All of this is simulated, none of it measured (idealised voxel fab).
The process module that follows is named voxel gate over fins.
Square cell edge 5 nm, section width 175 nm, ID cut.
Cross-section = grid of square cells, listed top down in bands; band = one or more rows.
Heads up on the band format: heights come first, top then bottom, in nm. After that it's the materials left to right, each with its width in nm. A single material flagged "full width" fills the whole band edge to edge, and "blank" means there's empty space there.
Where do heights start? At 0: under that level the wafer as delivered is made of one material only. And the lowest band has no floor; it just carries on downward, as in "0..down".
The expression "30 to 40" gives the width at the extremes of the band, the first number at its top row of cells and the second at its bottom row, with the width changing by equal amounts from each row to the next in between.
No cell of the cross-section changed in a step that is given as "no modifications".
"Internal closed voids" - sealed voids, min. 8 cells, no opening to top; format: width x height at distance (distance from left edge; nm throughout).
Heads up: the bit after the settings on a step's line is the simulator's remark on that step.
Each step line may optionally specify "overlay nm", which for a step with a mask gives the rightward distance between the mask's planned place and where it lay, a negative value indicating the leftward direction.
[Planned step list for the process]
step 1: RECEIVE [material Si]
step 2: CONFORMAL_DEP [material SiN] [thk nm 10]
step 3: MASKED_ETCH [tone cover] [mask id FINS] [width nm 15] [pitch nm 35] [etch materials SiN] [depth nm 10] [overlay nm 0]
step 4: MASKED_ETCH [tone cover] [mask id FINS] [width nm 15] [pitch nm 35] [etch materials Si] [depth nm 35] [overlay nm 0]
step 5: OXIDIZE [depth nm 5]
step 6: FILL_DEP [material SiO2] [thk nm 15]
step 7: CMP [height nm 10]
step 8: SELECTIVE_ETCH [etch materials SiO2] [depth nm 20]
step 9: STRIP [etch materials SiN]
step 10: CONFORMAL_DEP [material HfO2] [thk nm 5]
step 11: CONFORMAL_DEP [material TiN] [thk nm 5]
step 12: FILL_DEP [material W] [thk nm 10]
step 13: CMP [height nm 15]
step 14: CONFORMAL_DEP [material SiN] [thk nm 10]
[Concerning the first of two wafers, which was run in accordance with the plan]
[Wafer at receipt (post step 1), cross-section]
* 0..down = Si full width
* Internal closed voids: none
[after step 2]
* 10..0 = SiN full width
* At heights below 0, the structure remains unaltered.
[after step 3]
* 10..0 = blank=25 | SiN=15 | blank=20 | SiN=15 | blank=20 | SiN=15 | blank=20 | SiN=15 | blank=30
* At heights below 0, the structure remains unaltered.
[after step 4]
* 10..0 = blank=25 | SiN=15 | blank=20 | SiN=15 | blank=20 | SiN=15 | blank=20 | SiN=15 | blank=30
* 0..-35 = blank=25 | Si=15 | blank=20 | Si=15 | blank=20 | Si=15 | blank=20 | Si=15 | blank=30
* At heights below -35, the structure remains unaltered.
[after step 5]
* 10..0 = blank=25 | SiN=15 | blank=20 | SiN=15 | blank=20 | SiN=15 | blank=20 | SiN=15 | blank=30
* 0..-35 = blank=25 | SiO2=5 | Si=5 | SiO2=5 | blank=20 | SiO2=5 | Si=5 | SiO2=5 | blank=20 | SiO2=5 | Si=5 | SiO2=5 | blank=20 | SiO2=5 | Si=5 | SiO2=5 | blank=30
* -35..-40 = SiO2=30 | Si=5 | SiO2=30 | Si=5 | SiO2=30 | Si=5 | SiO2=30 | Si=5 | SiO2=35
* At heights below -40, the structure remains unaltered.
[after step 6]
* 25..10 = SiO2 full width
* 10..0 = SiO2=25 | SiN=15 | SiO2=20 | SiN=15 | SiO2=20 | SiN=15 | SiO2=20 | SiN=15 | SiO2=30
* 0..-40 = SiO2=30 | Si=5 | SiO2=30 | Si=5 | SiO2=30 | Si=5 | SiO2=30 | Si=5 | SiO2=35
* At heights below -40, the structure remains unaltered.
[after step 7]
* 10..0 = SiO2=25 | SiN=15 | SiO2=20 | SiN=15 | SiO2=20 | SiN=15 | SiO2=20 | SiN=15 | SiO2=30
* At heights below 0, the structure remains unaltered.
[after step 8]
* 10..0 = blank=25 | SiN=15 | blank=20 | SiN=15 | blank=20 | SiN=15 | blank=20 | SiN=15 | blank=30
* 0..-10 = blank=30 | Si=5 | blank=30 | Si=5 | blank=30 | Si=5 | blank=30 | Si=5 | blank=35
* At heights below -10, the structure remains unaltered.
[after step 9]
* 0..-10 = blank=30 | Si=5 | blank=30 | Si=5 | blank=30 | Si=5 | blank=30 | Si=5 | blank=35
* At heights below -10, the structure remains unaltered.
[after step 10]
* 5..0 = blank=25 | HfO2=15 | blank=20 | HfO2=15 | blank=20 | HfO2=15 | blank=20 | HfO2=15 | blank=30
* 0..-5 = blank=25 | HfO2=5 | Si=5 | HfO2=5 | blank=20 | HfO2=5 | Si=5 | HfO2=5 | blank=20 | HfO2=5 | Si=5 | HfO2=5 | blank=20 | HfO2=5 | Si=5 | HfO2=5 | blank=30
* -5..-10 = HfO2=30 | Si=5 | HfO2=30 | Si=5 | HfO2=30 | Si=5 | HfO2=30 | Si=5 | HfO2=35
* At heights below -10, the structure remains unaltered.
[after step 11]
* 10..5 = blank=20 | TiN=25 | blank=10 | TiN=25 | blank=10 | TiN=25 | blank=10 | TiN=25 | blank=25
* 5..0 = blank=20 | TiN=5 | HfO2=15 | TiN=5 | blank=10 | TiN=5 | HfO2=15 | TiN=5 | blank=10 | TiN=5 | HfO2=15 | TiN=5 | blank=10 | TiN=5 | HfO2=15 | TiN=5 | blank=25
* 0..-5 = TiN=25 | HfO2=5 | Si=5 | HfO2=5 | TiN=20 | HfO2=5 | Si=5 | HfO2=5 | TiN=20 | HfO2=5 | Si=5 | HfO2=5 | TiN=20 | HfO2=5 | Si=5 | HfO2=5 | TiN=30
* At heights below -5, the structure remains unaltered.
[after step 12]
* 20..10 = W full width
* 10..5 = W=20 | TiN=25 | W=10 | TiN=25 | W=10 | TiN=25 | W=10 | TiN=25 | W=25
* 5..0 = W=20 | TiN=5 | HfO2=15 | TiN=5 | W=10 | TiN=5 | HfO2=15 | TiN=5 | W=10 | TiN=5 | HfO2=15 | TiN=5 | W=10 | TiN=5 | HfO2=15 | TiN=5 | W=25
* At heights below 0, the structure remains unaltered.
[after step 13]
* 15..10 = W full width
* At heights below 10, the structure remains unaltered.
[after step 14]
* 25..15 = SiN full width
* At heights below 15, the structure remains unaltered.
[Here the second wafer is described. Its start and its plan were those of the first wafer. Its run contained one mistake. Up to and including step 11, it did exactly what the first wafer did]
[Second wafer, section view, time point: scheduled end of step 12]
* 20..10 = HfO2 full width
* 10..5 = HfO2=20 | TiN=25 | HfO2=10 | TiN=25 | HfO2=10 | TiN=25 | HfO2=10 | TiN=25 | HfO2=25
* 5..0 = HfO2=20 | TiN=5 | HfO2=15 | TiN=5 | HfO2=10 | TiN=5 | HfO2=15 | TiN=5 | HfO2=10 | TiN=5 | HfO2=15 | TiN=5 | HfO2=10 | TiN=5 | HfO2=15 | TiN=5 | HfO2=25
* At heights below 0, the structure remains unaltered.
[Second wafer, section view, time point: scheduled end of step 13]
* 15..10 = HfO2 full width
* At heights below 10, the structure remains unaltered.
[Second wafer, section view, time point: scheduled end of step 14]
* 25..15 = SiN full width
* At heights below 15, the structure remains unaltered.
Plan not followed: planned and actual differ for step 12; actual: FILL_DEP [material HfO2] [thk nm 10]
Final tally in cells, some materials are higher or lower on the second wafer than on the first: HfO2 +65, W -65
